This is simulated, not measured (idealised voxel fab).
process module | voxel double patterning
cross-section cut | 215 nm wide | cells 5 nm
A cross-section is a grid of square cells, given in bands from the top down. A band is one or more rows of cells.
Each band's line starts with the height of the band's top and of its bottom, in nm. Then come its materials from left to right, each with its width in nm. One material with "throughout" fills the band from edge to edge. "air" is empty space.
Height 0 is the level under which the wafer as received is all one material. The lowest band goes on downwards, as in "0 down".
A width such as "30 to 40" changes by the same amount from each row of cells to the next, from the band's top row to its bottom row.
"no change" after a step means that no cell of the cross-section changed.
closed voids: empty space of 8 cells or more with no open way to the top, each as width x height at its distance from the left edge, in nm
after a step's settings: what the simulator itself notes on the step
overlay nm, on a step with a mask: how far to the right of its planned place the mask lay; to the left if negative
plan
1 op RECEIVE | material Si
2 op CONFORMAL_DEP | material SiO2 | thk nm 10
3 op DIRECTIONAL_DEP | material polySi | thk nm 10
4 op DIRECTIONAL_DEP | material SiCN | thk nm 10
5 op PATTERN | tone open | mask id FIRST | material resist | width nm 15 | pitch nm 50 | thk nm 15 | overlay nm 0
6 op DIRECTIONAL_ETCH | etch materials SiCN | depth nm 10
7 op STRIP | etch materials resist
8 op DIRECTIONAL_DEP | material aC | thk nm 10
9 op PATTERN | tone open | mask id SECOND | material resist | width nm 15 | pitch nm 50 | thk nm 30 | overlay nm 0
10 op DIRECTIONAL_ETCH | etch materials aC | depth nm 10
11 op STRIP | etch materials resist
12 op DIRECTIONAL_ETCH | etch materials SiCN | depth nm 10
13 op STRIP | etch materials aC
14 op DIRECTIONAL_ETCH | etch materials polySi | depth nm 10
15 op STRIP | etch materials SiCN
as received, after step 1
  0 down: Si throughout
  closed voids: none
first wafer at the end, as planned
  20 to 10: polySi 50 | air 15 | polySi 10 | air 15 | polySi 10 | air 15 | polySi 10 | air 15 | polySi 10 | air 15 | polySi 50
  10 to 0: SiO2 throughout
  0 down: Si throughout
  closed voids: none
second wafer at the end: like start, like plan, one mistake
  25 to 15: polySi 50 | air 15 | polySi 10 | air 15 | polySi 10 | air 15 | polySi 10 | air 15 | polySi 10 | air 15 | polySi 50
  15 to 10: polySi throughout
  10 to 0: SiO2 throughout
  0 down: Si throughout
  closed voids: none
what went wrong: step 3 ran as: op DIRECTIONAL_DEP | material polySi | thk nm 15
at the end the second wafer has, in cells: 43 more of polySi
